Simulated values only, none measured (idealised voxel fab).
The process module presented herein is designated voxel released beams.
The width of the displayed cross-section, cut, is 170 nm; its cells are square, with a size of 5 nm.
Cross-sections here: square-cell grids, written as top-down lists of bands, a band being one or more rows of cells.
Quick guide to a band line: top height, bottom height (nm) up front; then every material left to right with its width in nm. Only one material and it's marked "all across"? Then it fills the band edge to edge. And "blank" just means empty space.
For the purposes of this specification, 0 denotes the height below which the wafer in its as-received condition is composed wholly of one material, and the lowermost band, lacking a lower limit, extends downward without end, as expressed in "0 and below".
Quick explanation for "30 to 40": the width changes in equal steps down the rows of cells, from the first number in the band's top row to the second number in its bottom row.
What does "nothing was modified" mean for a step? It means no cell of the cross-section changed in that step.
Heads up: "Voids, sealed" only lists the empty pockets with no open path to the top that are 8 cells or more, and it writes them as width x height at distance, distance from the left edge, in nm.
That trailing text on a step's line, after the settings, is the simulator's own remark on the step.
"overlay nm" answers the question of how far to the right of plan the mask lay on a step that has a mask, and when it is negative the answer is to the left.

Plan
- 1: RECEIVE with material Si
- 2: CONFORMAL_DEP with material SiN, thk nm 5
- 3: DIRECTIONAL_DEP with material SiO2, thk nm 10
- 4: DIRECTIONAL_DEP with material aC, thk nm 10
- 5: PATTERN with tone open, mask id ANCHOR, material resist, width nm 25, thk nm 25, overlay nm 0
- 6: DIRECTIONAL_ETCH with etch materials aC, depth nm 10
- 7: STRIP with etch materials resist
- 8: DIRECTIONAL_ETCH with etch materials SiO2, depth nm 10
- 9: STRIP with etch materials aC
- 10: CONFORMAL_DEP with material TiN, thk nm 10
- 11: DIRECTIONAL_DEP with material aC, thk nm 15
- 12: PATTERN with tone cover, mask id BEAM, material resist, width nm 85, thk nm 35, overlay nm 0
- 13: DIRECTIONAL_ETCH with etch materials aC, depth nm 15
- 14: STRIP with etch materials resist
- 15: DIRECTIONAL_ETCH with etch materials TiN, depth nm 10
- 16: STRIP with etch materials aC
- 17: STRIP with etch materials SiO2

Delivered wafer in cross-section: state after step 1
  0 and below = Si all across
  Voids, sealed: none

Cross-section, end of module. Start: as above. Plan: as above. Execution: one mistake
  25 down to 15 = 40 of blank; 85 of TiN; 45 of blank
  15 down to 5 = 50 of blank; 15 of TiN; 105 of blank
  5 down to 0 = SiN all across
  0 and below = Si all across
  Voids, sealed: none
Which mistake was made when the wafer was run? contrary to plan, step 5 was performed as PATTERN with tone open, mask id ANCHOR, material resist, width nm 15, thk nm 25, overlay nm 0
